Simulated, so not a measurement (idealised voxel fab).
You're looking at the process module voxel transistor to metal.
We display cut, a cross-section 185 nm in width whose square cells are each 5 nm.
A cross-section is a grid of square cells, given in bands from the top down. A band is one or more rows of cells.
Read a band's entry like this: the first values are the height of its top and the height of its bottom in nm, and what follows is the sequence of materials from left to right, each with its width in nm. Note that "blank" is empty space, and that a single material marked "all across" reaches across the band from edge to edge.
Beneath 0, the wafer as received is one material, and that level is where height counting begins. The lowest band goes on downward without a bottom; it is written like "0 nm and below".
Width spec "30 to 40" -> top row of cells at first value, bottom row at second value, equal per-row change in between.
For the purposes of this document, the phrase "nothing different" attached to a step denotes that no cell within the cross-section was modified by that step.
Entry "Completely sealed voids" = empty spaces >= 8 cells with no open way to the top; each as width x height at distance, distance from left edge, all nm.
If you see something after the settings on a step's line, that's the simulator's own remark about that step.
For masked steps, "overlay nm" on the step line gives how far right of plan the mask actually lay; a minus sign means it lay to the left.
Every pair from here on: before one process step, after it. The after cross-section reaches only to the lowest band that changed. Below the pair: the step in between and its settings. Pairs can belong to different runs of this module on the same starting wafer; a pair carries on from the pair above only if the entry headed "Geometry before processing" says so.
Geometry before processing:
40 nm to 30 nm = SiO2 all across
30 nm to 20 nm = 75 of SiO2, then 30 of SiCN, then 80 of SiO2
20 nm to -5 nm = 75 of SiO2, then 30 of polySi, then 80 of SiO2
-5 nm to -10 nm = 65 of SiO2, then 5 of pSi, then 40 of SiO2, then 5 of pSi, then 70 of SiO2
-10 nm to -15 nm = 25 of SiO2, then 45 of pSi, then 40 of Si, then 45 of pSi, then 30 of SiO2
-15 nm to -40 nm = 25 of SiO2, then 130 of Si, then 30 of SiO2
-40 nm and below = Si all across
Completely sealed voids: none
After:
20 nm to -5 nm = 75 of SiO2, then 30 of polySi, then 80 of SiO2
Whatever lies below -5 is exactly as it was before.
Completely sealed voids: none
Which process step falls between the two cross-sections above? CMP, height nm 20
Geometry before processing: see preceding pair, after cross-section.
After:
20 nm to -5 nm = 75 of SiO2, then 30 of blank, then 80 of SiO2
Whatever lies below -5 is exactly as it was before.
Completely sealed voids: none
Which process step falls between the two cross-sections above? STRIP, etch materials polySi
Geometry before processing: see preceding pair, after cross-section.
After:
15 nm to -5 nm = 70 of SiO2, then 40 of blank, then 75 of SiO2
-5 nm to -10 nm = 65 of SiO2, then 5 of pSi, then 40 of blank, then 5 of pSi, then 70 of SiO2
Whatever lies below -10 is exactly as it was before.
Completely sealed voids: none
Which process step falls between the two cross-sections above? SELECTIVE_ETCH, etch materials SiO2, depth nm 5
Geometry before processing: see preceding pair, after cross-section.
After:
20 nm to 15 nm = 75 of HfO2, then 30 of blank, then 80 of HfO2
15 nm to -5 nm = 70 of SiO2, then 5 of HfO2, then 30 of blank, then 5 of HfO2, then 75 of SiO2
-5 nm to -10 nm = 65 of SiO2, then 5 of pSi, then 40 of HfO2, then 5 of pSi, then 70 of SiO2
Whatever lies below -10 is exactly as it was before.
Completely sealed voids: none
Which process step falls between the two cross-sections above? CONFORMAL_DEP, material HfO2, thk nm 5
Geometry before processing: see preceding pair, after cross-section.
After:
25 nm to 20 nm = 80 of TiN, then 20 of blank, then 85 of TiN
20 nm to 15 nm = 75 of HfO2, then 5 of TiN, then 20 of blank, then 5 of TiN, then 80 of HfO2
15 nm to 0 nm = 70 of SiO2, then 5 of HfO2, then 5 of TiN, then 20 of blank, then 5 of TiN, then 5 of HfO2, then 75 of SiO2
0 nm to -5 nm = 70 of SiO2, then 5 of HfO2, then 30 of TiN, then 5 of HfO2, then 75 of SiO2
Whatever lies below -5 is exactly as it was before.
Completely sealed voids: none
Which process step falls between the two cross-sections above? CONFORMAL_DEP, material TiN, thk nm 5
Geometry before processing: see preceding pair, after cross-section.
After:
30 nm to 25 nm = W all across
25 nm to 20 nm = 80 of TiN, then 20 of W, then 85 of TiN
20 nm to 15 nm = 75 of HfO2, then 5 of TiN, then 20 of W, then 5 of TiN, then 80 of HfO2
15 nm to 0 nm = 70 of SiO2, then 5 of HfO2, then 5 of TiN, then 20 of W, then 5 of TiN, then 5 of HfO2, then 75 of SiO2
Whatever lies below 0 is exactly as it was before.
Completely sealed voids: none
Which process step falls between the two cross-sections above? FILL_DEP, material W, thk nm 5
Geometry before processing: see preceding pair, after cross-section.
After:
15 nm to 0 nm = 70 of SiO2, then 5 of HfO2, then 5 of TiN, then 20 of W, then 5 of TiN, then 5 of HfO2, then 75 of SiO2
Whatever lies below 0 is exactly as it was before.
Completely sealed voids: none
Which process step falls between the two cross-sections above? CMP, height nm 15
Geometry before processing: see preceding pair, after cross-section.
After:
25 nm to 15 nm = SiO2 all across
Whatever lies below 15 is exactly as it was before.
Completely sealed voids: none
Which process step falls between the two cross-sections above? DIRECTIONAL_DEP, material SiO2, thk nm 10
Geometry before processing: see preceding pair, after cross-section.
After:
45 nm to 25 nm = 35 of resist, then 20 of blank, then 70 of resist, then 20 of blank, then 40 of resist
Whatever lies below 25 is exactly as it was before.
Completely sealed voids: none
Which process step falls between the two cross-sections above? PATTERN, tone open, mask id CONTACT, material resist, width nm 20, pitch nm 90, thk nm 20, overlay nm 0
Geometry before processing: see preceding pair, after cross-section.
After:
45 nm to 25 nm = 35 of resist, then 20 of blank, then 70 of resist, then 20 of blank, then 40 of resist
25 nm to 15 nm = 35 of SiO2, then 20 of blank, then 70 of SiO2, then 20 of blank, then 40 of SiO2
15 nm to 0 nm = 35 of SiO2, then 20 of blank, then 15 of SiO2, then 5 of HfO2, then 5 of TiN, then 20 of W, then 5 of TiN, then 5 of HfO2, then 15 of SiO2, then 20 of blank, then 40 of SiO2
0 nm to -5 nm = 35 of SiO2, then 20 of blank, then 15 of SiO2, then 5 of HfO2, then 30 of TiN, then 5 of HfO2, then 15 of SiO2, then 20 of blank, then 40 of SiO2
-5 nm to -10 nm = 35 of SiO2, then 20 of blank, then 10 of SiO2, then 5 of pSi, then 40 of HfO2, then 5 of pSi, then 10 of SiO2, then 20 of blank, then 40 of SiO2
Whatever lies below -10 is exactly as it was before.
Completely sealed voids: none
Which process step falls between the two cross-sections above? DIRECTIONAL_ETCH, etch materials SiO2, depth nm 35
Geometry before processing: see preceding pair, after cross-section.
After:
25 nm to 15 nm = 35 of SiO2, then 20 of blank, then 70 of SiO2, then 20 of blank, then 40 of SiO2
Whatever lies below 15 is exactly as it was before.
Completely sealed voids: none
Which process step falls between the two cross-sections above? STRIP, etch materials resist
Geometry before processing: see preceding pair, after cross-section.
After:
30 nm to 25 nm = 40 of TiN, then 10 of blank, then 80 of TiN, then 10 of blank, then 45 of TiN
25 nm to 15 nm = 35 of SiO2, then 5 of TiN, then 10 of blank, then 5 of TiN, then 70 of SiO2, then 5 of TiN, then 10 of blank, then 5 of TiN, then 40 of SiO2
15 nm to 0 nm = 35 of SiO2, then 5 of TiN, then 10 of blank, then 5 of TiN, then 15 of SiO2, then 5 of HfO2, then 5 of TiN, then 20 of W, then 5 of TiN, then 5 of HfO2, then 15 of SiO2, then 5 of TiN, then 10 of blank, then 5 of TiN, then 40 of SiO2
0 nm to -5 nm = 35 of SiO2, then 5 of TiN, then 10 of blank, then 5 of TiN, then 15 of SiO2, then 5 of HfO2, then 30 of TiN, then 5 of HfO2, then 15 of SiO2, then 5 of TiN, then 10 of blank, then 5 of TiN, then 40 of SiO2
-5 nm to -10 nm = 35 of SiO2, then 20 of TiN, then 10 of SiO2, then 5 of pSi, then 40 of HfO2, then 5 of pSi, then 10 of SiO2, then 20 of TiN, then 40 of SiO2
Whatever lies below -10 is exactly as it was before.
Completely sealed voids: none
Which process step falls between the two cross-sections above? CONFORMAL_DEP, material TiN, thk nm 5
Geometry before processing: see preceding pair, after cross-section.
After:
35 nm to 30 nm = Ru all across
30 nm to 25 nm = 40 of TiN, then 10 of Ru, then 80 of TiN, then 10 of Ru, then 45 of TiN
25 nm to 15 nm = 35 of SiO2, then 5 of TiN, then 10 of Ru, then 5 of TiN, then 70 of SiO2, then 5 of TiN, then 10 of Ru, then 5 of TiN, then 40 of SiO2
15 nm to 0 nm = 35 of SiO2, then 5 of TiN, then 10 of Ru, then 5 of TiN, then 15 of SiO2, then 5 of HfO2, then 5 of TiN, then 20 of W, then 5 of TiN, then 5 of HfO2, then 15 of SiO2, then 5 of TiN, then 10 of Ru, then 5 of TiN, then 40 of SiO2
0 nm to -5 nm = 35 of SiO2, then 5 of TiN, then 10 of Ru, then 5 of TiN, then 15 of SiO2, then 5 of HfO2, then 30 of TiN, then 5 of HfO2, then 15 of SiO2, then 5 of TiN, then 10 of Ru, then 5 of TiN, then 40 of SiO2
Whatever lies below -5 is exactly as it was before.
Completely sealed voids: none
Which process step falls between the two cross-sections above? FILL_DEP, material Ru, thk nm 5
Geometry before processing: see preceding pair, after cross-section.
After:
25 nm to 15 nm = 35 of SiO2, then 5 of TiN, then 10 of Ru, then 5 of TiN, then 70 of SiO2, then 5 of TiN, then 10 of Ru, then 5 of TiN, then 40 of SiO2
Whatever lies below 15 is exactly as it was before.
Completely sealed voids: none
Which process step falls between the two cross-sections above? CMP, height nm 25
Geometry before processing: see preceding pair, after cross-section.
After:
30 nm to 25 nm = TiN all across
Whatever lies below 25 is exactly as it was before.
Completely sealed voids: none
Which process step falls between the two cross-sections above? DIRECTIONAL_DEP, material TiN, thk nm 5
Geometry before processing: see preceding pair, after cross-section.
After:
50 nm to 30 nm = Ru all across
Whatever lies below 30 is exactly as it was before.
Completely sealed voids: none
Which process step falls between the two cross-sections above? DIRECTIONAL_DEP, material Ru, thk nm 20
Geometry before processing: see preceding pair, after cross-section.
After:
50 nm to 30 nm = 35 of blank, then 20 of Ru, then 70 of blank, then 20 of Ru, then 40 of blank
Whatever lies below 30 is exactly as it was before.
Completely sealed voids: none
Which process step falls between the two cross-sections above? MASKED_ETCH, tone cover, mask id METAL_1, width nm 20, pitch nm 90, etch materials Ru, depth nm 20, overlay nm 0
Geometry before processing: see preceding pair, after cross-section.
After:
50 nm to 30 nm = 35 of blank, then 20 of Ru, then 70 of blank, then 20 of Ru, then 40 of blank
30 nm to 25 nm = 35 of blank, then 20 of TiN, then 70 of blank, then 20 of TiN, then 40 of blank
Whatever lies below 25 is exactly as it was before.
Completely sealed voids: none
Which process step falls between the two cross-sections above? MASKED_ETCH, tone cover, mask id METAL_1, width nm 20, pitch nm 90, etch materials TiN, depth nm 5, overlay nm 0
Geometry before processing: see preceding pair, after cross-section.
After:
55 nm to 50 nm = SiO2 all across
50 nm to 30 nm = 35 of SiO2, then 20 of Ru, then 70 of SiO2, then 20 of Ru, then 40 of SiO2
30 nm to 25 nm = 35 of SiO2, then 20 of TiN, then 70 of SiO2, then 20 of TiN, then 40 of SiO2
Whatever lies below 25 is exactly as it was before.
Completely sealed voids: none
Which process step falls between the two cross-sections above? FILL_DEP, material SiO2, thk nm 5
Geometry before processing: see preceding pair, after cross-section.
After:
50 nm to 30 nm = 35 of SiO2, then 20 of Ru, then 70 of SiO2, then 20 of Ru, then 40 of SiO2
Whatever lies below 30 is exactly as it was before.
Completely sealed voids: none
Which process step falls between the two cross-sections above? CMP, height nm 50
Geometry before processing: see preceding pair, after cross-section.
After:
55 nm to 50 nm = SiN all across
Whatever lies below 50 is exactly as it was before.
Completely sealed voids: none
Which process step falls between the two cross-sections above? CONFORMAL_DEP, material SiN, thk nm 5
Geometry before processing:
15 nm to 0 nm = 25 of blank, then 130 of SiN, then 30 of blank
0 nm to -5 nm = 25 of blank, then 130 of SiO2, then 30 of blank
-5 nm to -40 nm = 25 of blank, then 130 of Si, then 30 of blank
-40 nm and below = Si all across
Completely sealed voids: none
After:
15 nm to 0 nm = 25 of blank, then 130 of SiN, then 30 of blank
0 nm to -5 nm = 25 of blank, then 130 of SiO2, then 30 of blank
-5 nm to -75 nm = 25 of blank, then 130 of Si, then 30 of blank
Whatever lies below -75 is exactly as it was before.
Completely sealed voids: none
Which process step falls between the two cross-sections above? MASKED_ETCH, tone cover, mask id ACTIVE, width nm 130, etch materials Si, depth nm 35, overlay nm 0
Geometry before processing: see preceding pair, after cross-section.
After:
25 nm to 15 nm = SiO2 all across
15 nm to 0 nm = 25 of SiO2, then 130 of SiN, then 30 of SiO2
0 nm to -5 nm = SiO2 all across
-5 nm to -75 nm = 25 of SiO2, then 130 of Si, then 30 of SiO2
Whatever lies below -75 is exactly as it was before.
Completely sealed voids: none
Which process step falls between the two cross-sections above? FILL_DEP, material SiO2, thk nm 10
Geometry before processing: see preceding pair, after cross-section.
After:
15 nm to 0 nm = 25 of SiO2, then 130 of SiN, then 30 of SiO2
Whatever lies below 0 is exactly as it was before.
Completely sealed voids: none
Which process step falls between the two cross-sections above? CMP, height nm 15
Geometry before processing: see preceding pair, after cross-section.
After:
15 nm to 5 nm = 25 of blank, then 130 of SiN, then 30 of blank
Whatever lies below 5 is exactly as it was before.
Completely sealed voids: none
Which process step falls between the two cross-sections above? SELECTIVE_ETCH, etch materials SiO2, depth nm 10
Geometry before processing: see preceding pair, after cross-section.
After:
5 nm to 0 nm = 25 of SiO2, then 130 of blank, then 30 of SiO2
Whatever lies below 0 is exactly as it was before.
Completely sealed voids: none
Which process step falls between the two cross-sections above? STRIP, etch materials SiN
Geometry before processing: see preceding pair, after cross-section.
After:
0 nm to -5 nm = 20 of SiO2, then 140 of blank, then 25 of SiO2
Whatever lies below -5 is exactly as it was before.
Completely sealed voids: none
Which process step falls between the two cross-sections above? SELECTIVE_ETCH, etch materials SiO2, depth nm 5
Geometry before processing: see preceding pair, after cross-section.
After:
0 nm to -5 nm = 20 of SiO2, then 140 of blank, then 25 of SiO2
-5 nm to -10 nm = SiO2 all across
Whatever lies below -10 is exactly as it was before.
Completely sealed voids: none
Which process step falls between the two cross-sections above? OXIDIZE, depth nm 5
Geometry before processing: see preceding pair, after cross-section.
After:
25 nm to 20 nm = 20 of polySi, then 140 of blank, then 25 of polySi
20 nm to 0 nm = polySi all across
0 nm to -5 nm = 20 of SiO2, then 140 of polySi, then 25 of SiO2
Whatever lies below -5 is exactly as it was before.
Completely sealed voids: none
Which process step falls between the two cross-sections above? DIRECTIONAL_DEP, material polySi, thk nm 25
Geometry before processing: see preceding pair, after cross-section.
After:
35 nm to 30 nm = 20 of SiCN, then 140 of blank, then 25 of SiCN
30 nm to 25 nm = SiCN all across
25 nm to 20 nm = 20 of polySi, then 140 of SiCN, then 25 of polySi
Whatever lies below 20 is exactly as it was before.
Completely sealed voids: none
Which process step falls between the two cross-sections above? DIRECTIONAL_DEP, material SiCN, thk nm 10
Geometry before processing: see preceding pair, after cross-section.
After:
50 nm to 45 nm = 20 of aC, then 140 of blank, then 25 of aC
45 nm to 35 nm = aC all across
35 nm to 30 nm = 20 of SiCN, then 140 of aC, then 25 of SiCN
Whatever lies below 30 is exactly as it was before.
Completely sealed voids: none
Which process step falls between the two cross-sections above? DIRECTIONAL_DEP, material aC, thk nm 15
Geometry before processing: see preceding pair, after cross-section.
After:
80 nm to 50 nm = 75 of blank, then 30 of resist, then 80 of blank
50 nm to 45 nm = 20 of aC, then 55 of blank, then 30 of resist, then 55 of blank, then 25 of aC
Whatever lies below 45 is exactly as it was before.
Completely sealed voids: none
Which process step falls between the two cross-sections above? PATTERN, tone cover, mask id GATE, material resist, width nm 30, thk nm 30, overlay nm 0
Geometry before processing: see preceding pair, after cross-section.
After:
65 nm to 45 nm = 75 of blank, then 30 of resist, then 80 of blank
45 nm to 35 nm = 75 of blank, then 30 of aC, then 80 of blank
35 nm to 30 nm = 20 of SiCN, then 55 of blank, then 30 of aC, then 55 of blank, then 25 of SiCN
Whatever lies below 30 is exactly as it was before.
Completely sealed voids: none
Which process step falls between the two cross-sections above? DIRECTIONAL_ETCH, etch materials aC, depth nm 15
Geometry before processing: see preceding pair, after cross-section.
After:
45 nm to 35 nm = 75 of blank, then 30 of aC, then 80 of blank
Whatever lies below 35 is exactly as it was before.
Completely sealed voids: none
Which process step falls between the two cross-sections above? STRIP, etch materials resist
Geometry before processing: see preceding pair, after cross-section.
After:
45 nm to 30 nm = 75 of blank, then 30 of aC, then 80 of blank
30 nm to 25 nm = 75 of blank, then 30 of SiCN, then 80 of blank
25 nm to 20 nm = 20 of polySi, then 55 of blank, then 30 of SiCN, then 55 of blank, then 25 of polySi
Whatever lies below 20 is exactly as it was before.
Completely sealed voids: none
Which process step falls between the two cross-sections above? DIRECTIONAL_ETCH, etch materials SiCN, depth nm 20
Geometry before processing: see preceding pair, after cross-section.
After:
45 nm to 30 nm = 75 of blank, then 30 of aC, then 80 of blank
30 nm to 20 nm = 75 of blank, then 30 of SiCN, then 80 of blank
20 nm to 0 nm = 75 of blank, then 30 of polySi, then 80 of blank
0 nm to -5 nm = 20 of SiO2, then 55 of blank, then 30 of polySi, then 55 of blank, then 25 of SiO2
Whatever lies below -5 is exactly as it was before.
Completely sealed voids: none
Which process step falls between the two cross-sections above? DIRECTIONAL_ETCH, etch materials polySi, depth nm 35
Geometry before processing: see preceding pair, after cross-section.
After:
30 nm to 20 nm = 75 of blank, then 30 of SiCN, then 80 of blank
Whatever lies below 20 is exactly as it was before.
Completely sealed voids: none
Which process step falls between the two cross-sections above? STRIP, etch materials aC
Geometry before processing: see preceding pair, after cross-section.
After:
35 nm to 30 nm = 70 of blank, then 40 of SiO2, then 75 of blank
30 nm to 20 nm = 70 of blank, then 5 of SiO2, then 30 of SiCN, then 5 of SiO2, then 75 of blank
20 nm to 5 nm = 70 of blank, then 5 of SiO2, then 30 of polySi, then 5 of SiO2, then 75 of blank
5 nm to 0 nm = 25 of SiO2, then 45 of blank, then 5 of SiO2, then 30 of polySi, then 5 of SiO2, then 45 of blank, then 30 of SiO2
0 nm to -5 nm = 75 of SiO2, then 30 of polySi, then 80 of SiO2
Whatever lies below -5 is exactly as it was before.
Completely sealed voids: none
Which process step falls between the two cross-sections above? CONFORMAL_DEP, material SiO2, thk nm 5
Geometry before processing: see preceding pair, after cross-section.
After:
30 nm to 20 nm = 70 of blank, then 5 of SiO2, then 30 of SiCN, then 5 of SiO2, then 75 of blank
20 nm to 0 nm = 70 of blank, then 5 of SiO2, then 30 of polySi, then 5 of SiO2, then 75 of blank
0 nm to -5 nm = 25 of SiO2, then 45 of blank, then 5 of SiO2, then 30 of polySi, then 5 of SiO2, then 45 of blank, then 30 of SiO2
Whatever lies below -5 is exactly as it was before.
Completely sealed voids: none
Which process step falls between the two cross-sections above? DIRECTIONAL_ETCH, etch materials SiO2, depth nm 5
Geometry before processing: see preceding pair, after cross-section.
After:
40 nm to 30 nm = 60 of blank, then 60 of SiN, then 65 of blank
30 nm to 20 nm = 60 of blank, then 10 of SiN, then 5 of SiO2, then 30 of SiCN, then 5 of SiO2, then 10 of SiN, then 65 of blank
20 nm to 10 nm = 60 of blank, then 10 of SiN, then 5 of SiO2, then 30 of polySi, then 5 of SiO2, then 10 of SiN, then 65 of blank
10 nm to 5 nm = 35 of SiN, then 25 of blank, then 10 of SiN, then 5 of SiO2, then 30 of polySi, then 5 of SiO2, then 10 of SiN, then 25 of blank, then 40 of SiN
5 nm to 0 nm = 70 of SiN, then 5 of SiO2, then 30 of polySi, then 5 of SiO2, then 75 of SiN
0 nm to -5 nm = 25 of SiO2, then 45 of SiN, then 5 of SiO2, then 30 of polySi, then 5 of SiO2, then 45 of SiN, then 30 of SiO2
Whatever lies below -5 is exactly as it was before.
Completely sealed voids: none
Which process step falls between the two cross-sections above? CONFORMAL_DEP, material SiN, thk nm 10
Geometry before processing: see preceding pair, after cross-section.
After:
30 nm to 20 nm = 60 of blank, then 10 of SiN, then 5 of SiO2, then 30 of SiCN, then 5 of SiO2, then 10 of SiN, then 65 of blank
20 nm to 0 nm = 60 of blank, then 10 of SiN, then 5 of SiO2, then 30 of polySi, then 5 of SiO2, then 10 of SiN, then 65 of blank
0 nm to -5 nm = 25 of SiO2, then 10 of SiN, then 25 of blank, then 10 of SiN, then 5 of SiO2, then 30 of polySi, then 5 of SiO2, then 10 of SiN, then 25 of blank, then 10 of SiN, then 30 of SiO2
Whatever lies below -5 is exactly as it was before.
Completely sealed voids: none
Which process step falls between the two cross-sections above? DIRECTIONAL_ETCH, etch materials SiN, depth nm 10
Geometry before processing: see preceding pair, after cross-section.
After:
30 nm to 25 nm = 60 of blank, then 10 of SiN, then 5 of blank, then 30 of SiCN, then 5 of blank, then 10 of SiN, then 65 of blank
25 nm to 20 nm = 60 of blank, then 10 of SiN, then 5 of SiO2, then 30 of SiCN, then 5 of SiO2, then 10 of SiN, then 65 of blank
20 nm to 0 nm = 60 of blank, then 10 of SiN, then 5 of SiO2, then 30 of polySi, then 5 of SiO2, then 10 of SiN, then 65 of blank
0 nm to -5 nm = 25 of blank, then 10 of SiN, then 25 of blank, then 10 of SiN, then 5 of SiO2, then 30 of polySi, then 5 of SiO2, then 10 of SiN, then 25 of blank, then 10 of SiN, then 30 of blank
-5 nm to -10 nm = 35 of SiO2, then 25 of blank, then 60 of SiO2, then 25 of blank, then 40 of SiO2
Whatever lies below -10 is exactly as it was before.
Completely sealed voids: none
Which process step falls between the two cross-sections above? DIRECTIONAL_ETCH, etch materials SiO2, depth nm 5
Geometry before processing: see preceding pair, after cross-section.
After:
30 nm to 25 nm = 60 of blank, then 10 of SiN, then 5 of blank, then 30 of SiCN, then 5 of blank, then 10 of SiN, then 65 of blank
25 nm to 20 nm = 60 of blank, then 10 of SiN, then 5 of SiO2, then 30 of SiCN, then 5 of SiO2, then 10 of SiN, then 65 of blank
20 nm to 0 nm = 60 of blank, then 10 of SiN, then 5 of SiO2, then 30 of polySi, then 5 of SiO2, then 10 of SiN, then 65 of blank
0 nm to -5 nm = 25 of blank, then 10 of SiN, then 25 of blank, then 10 of SiN, then 5 of SiO2, then 30 of polySi, then 5 of SiO2, then 10 of SiN, then 25 of blank, then 10 of SiN, then 30 of blank
-5 nm to -10 nm = 35 of SiO2, then 25 of blank, then 60 of SiO2, then 25 of blank, then 40 of SiO2
-10 nm to -15 nm = 25 of SiO2, then 10 of Si, then 25 of blank, then 60 of Si, then 25 of blank, then 10 of Si, then 30 of SiO2
Whatever lies below -15 is exactly as it was before.
Completely sealed voids: none
Which process step falls between the two cross-sections above? DIRECTIONAL_ETCH, etch materials Si, depth nm 5
Geometry before processing: see preceding pair, after cross-section.
After:
30 nm to 25 nm = 60 of blank, then 10 of SiN, then 5 of blank, then 30 of SiCN, then 5 of blank, then 10 of SiN, then 65 of blank
25 nm to 20 nm = 60 of blank, then 10 of SiN, then 5 of SiO2, then 30 of SiCN, then 5 of SiO2, then 10 of SiN, then 65 of blank
20 nm to 0 nm = 60 of blank, then 10 of SiN, then 5 of SiO2, then 30 of polySi, then 5 of SiO2, then 10 of SiN, then 65 of blank
0 nm to -5 nm = 25 of blank, then 10 of SiN, then 25 of blank, then 10 of SiN, then 5 of SiO2, then 30 of polySi, then 5 of SiO2, then 10 of SiN, then 25 of blank, then 10 of SiN, then 30 of blank
-5 nm to -10 nm = 35 of SiO2, then 5 of pSi, then 15 of blank, then 5 of pSi, then 60 of SiO2, then 5 of pSi, then 15 of blank, then 5 of pSi, then 40 of SiO2
-10 nm to -15 nm = 25 of SiO2, then 10 of Si, then 25 of pSi, then 60 of Si, then 25 of pSi, then 10 of Si, then 30 of SiO2
Whatever lies below -15 is exactly as it was before.
Completely sealed voids: none
Which process step falls between the two cross-sections above? EPI, material pSi, thk nm 5
Geometry before processing: see preceding pair, after cross-section.
After:
40 nm to 30 nm = SiO2 all across
30 nm to 20 nm = 60 of SiO2, then 10 of SiN, then 5 of SiO2, then 30 of SiCN, then 5 of SiO2, then 10 of SiN, then 65 of SiO2
20 nm to 0 nm = 60 of SiO2, then 10 of SiN, then 5 of SiO2, then 30 of polySi, then 5 of SiO2, then 10 of SiN, then 65 of SiO2
0 nm to -5 nm = 25 of SiO2, then 10 of SiN, then 25 of SiO2, then 10 of SiN, then 5 of SiO2, then 30 of polySi, then 5 of SiO2, then 10 of SiN, then 25 of SiO2, then 10 of SiN, then 30 of SiO2
-5 nm to -10 nm = 35 of SiO2, then 5 of pSi, then 15 of SiO2, then 5 of pSi, then 60 of SiO2, then 5 of pSi, then 15 of SiO2, then 5 of pSi, then 40 of SiO2
Whatever lies below -10 is exactly as it was before.
Completely sealed voids: none
Which process step falls between the two cross-sections above? FILL_DEP, material SiO2, thk nm 10
Geometry before processing: see preceding pair, after cross-section.
After:
20 nm to 0 nm = 60 of SiO2, then 10 of SiN, then 5 of SiO2, then 30 of polySi, then 5 of SiO2, then 10 of SiN, then 65 of SiO2
Whatever lies below 0 is exactly as it was before.
Completely sealed voids: none
Which process step falls between the two cross-sections above? CMP, height nm 20
Geometry before processing: see preceding pair, after cross-section.
After:
20 nm to 0 nm = 60 of SiO2, then 10 of SiN, then 5 of SiO2, then 30 of blank, then 5 of SiO2, then 10 of SiN, then 65 of SiO2
0 nm to -5 nm = 25 of SiO2, then 10 of SiN, then 25 of SiO2, then 10 of SiN, then 5 of SiO2, then 30 of blank, then 5 of SiO2, then 10 of SiN, then 25 of SiO2, then 10 of SiN, then 30 of SiO2
Whatever lies below -5 is exactly as it was before.
Completely sealed voids: none
Which process step falls between the two cross-sections above? STRIP, etch materials polySi
Geometry before processing: see preceding pair, after cross-section.
After:
20 nm to 15 nm = 60 of blank, then 10 of SiN, then 40 of blank, then 10 of SiN, then 65 of blank
15 nm to 0 nm = 60 of SiO2, then 10 of SiN, then 40 of blank, then 10 of SiN, then 65 of SiO2
0 nm to -5 nm = 25 of SiO2, then 10 of SiN, then 25 of SiO2, then 10 of SiN, then 40 of blank, then 10 of SiN, then 25 of SiO2, then 10 of SiN, then 30 of SiO2
-5 nm to -10 nm = 35 of SiO2, then 5 of pSi, then 15 of SiO2, then 5 of pSi, then 10 of SiO2, then 40 of blank, then 10 of SiO2, then 5 of pSi, then 15 of SiO2, then 5 of pSi, then 40 of SiO2
Whatever lies below -10 is exactly as it was before.
Completely sealed voids: none
Which process step falls between the two cross-sections above? SELECTIVE_ETCH, etch materials SiO2, depth nm 5
Geometry before processing: see preceding pair, after cross-section.
After:
25 nm to 20 nm = 55 of blank, then 20 of HfO2, then 30 of blank, then 20 of HfO2, then 60 of blank
20 nm to 15 nm = 60 of HfO2, then 10 of SiN, then 5 of HfO2, then 30 of blank, then 5 of HfO2, then 10 of SiN, then 65 of HfO2
15 nm to 0 nm = 60 of SiO2, then 10 of SiN, then 5 of HfO2, then 30 of blank, then 5 of HfO2, then 10 of SiN, then 65 of SiO2
0 nm to -5 nm = 25 of SiO2, then 10 of SiN, then 25 of SiO2, then 10 of SiN, then 5 of HfO2, then 30 of blank, then 5 of HfO2, then 10 of SiN, then 25 of SiO2, then 10 of SiN, then 30 of SiO2
-5 nm to -10 nm = 35 of SiO2, then 5 of pSi, then 15 of SiO2, then 5 of pSi, then 10 of SiO2, then 40 of HfO2, then 10 of SiO2, then 5 of pSi, then 15 of SiO2, then 5 of pSi, then 40 of SiO2
Whatever lies below -10 is exactly as it was before.
Completely sealed voids: none
Which process step falls between the two cross-sections above? CONFORMAL_DEP, material HfO2, thk nm 5
Geometry before processing: see preceding pair, after cross-section.
After:
30 nm to 25 nm = 50 of blank, then 30 of TiN, then 20 of blank, then 30 of TiN, then 55 of blank
25 nm to 20 nm = 55 of TiN, then 20 of HfO2, then 5 of TiN, then 20 of blank, then 5 of TiN, then 20 of HfO2, then 60 of TiN
20 nm to 15 nm = 60 of HfO2, then 10 of SiN, then 5 of HfO2, then 5 of TiN, then 20 of blank, then 5 of TiN, then 5 of HfO2, then 10 of SiN, then 65 of HfO2
15 nm to 0 nm = 60 of SiO2, then 10 of SiN, then 5 of HfO2, then 5 of TiN, then 20 of blank, then 5 of TiN, then 5 of HfO2, then 10 of SiN, then 65 of SiO2
0 nm to -5 nm = 25 of SiO2, then 10 of SiN, then 25 of SiO2, then 10 of SiN, then 5 of HfO2, then 30 of TiN, then 5 of HfO2, then 10 of SiN, then 25 of SiO2, then 10 of SiN, then 30 of SiO2
Whatever lies below -5 is exactly as it was before.
Completely sealed voids: none
Which process step falls between the two cross-sections above? CONFORMAL_DEP, material TiN, thk nm 5
Geometry before processing: see preceding pair, after cross-section.
After:
35 nm to 30 nm = W all across
30 nm to 25 nm = 50 of W, then 30 of TiN, then 20 of W, then 30 of TiN, then 55 of W
25 nm to 20 nm = 55 of TiN, then 20 of HfO2, then 5 of TiN, then 20 of W, then 5 of TiN, then 20 of HfO2, then 60 of TiN
20 nm to 15 nm = 60 of HfO2, then 10 of SiN, then 5 of HfO2, then 5 of TiN, then 20 of W, then 5 of TiN, then 5 of HfO2, then 10 of SiN, then 65 of HfO2
15 nm to 0 nm = 60 of SiO2, then 10 of SiN, then 5 of HfO2, then 5 of TiN, then 20 of W, then 5 of TiN, then 5 of HfO2, then 10 of SiN, then 65 of SiO2
Whatever lies below 0 is exactly as it was before.
Completely sealed voids: none
Which process step falls between the two cross-sections above? FILL_DEP, material W, thk nm 5
Geometry before processing: see preceding pair, after cross-section.
After:
15 nm to 0 nm = 60 of SiO2, then 10 of SiN, then 5 of HfO2, then 5 of TiN, then 20 of W, then 5 of TiN, then 5 of HfO2, then 10 of SiN, then 65 of SiO2
Whatever lies below 0 is exactly as it was before.
Completely sealed voids: none
Which process step falls between the two cross-sections above? CMP, height nm 15
Geometry before processing: see preceding pair, after cross-section.
After:
25 nm to 15 nm = SiO2 all across
Whatever lies below 15 is exactly as it was before.
Completely sealed voids: none
Which process step falls between the two cross-sections above? DIRECTIONAL_DEP, material SiO2, thk nm 10
Geometry before processing: see preceding pair, after cross-section.
After:
45 nm to 25 nm = 35 of resist, then 20 of blank, then 70 of resist, then 20 of blank, then 40 of resist
Whatever lies below 25 is exactly as it was before.
Completely sealed voids: none
Which process step falls between the two cross-sections above? PATTERN, tone open, mask id CONTACT, material resist, width nm 20, pitch nm 90, thk nm 20, overlay nm 0
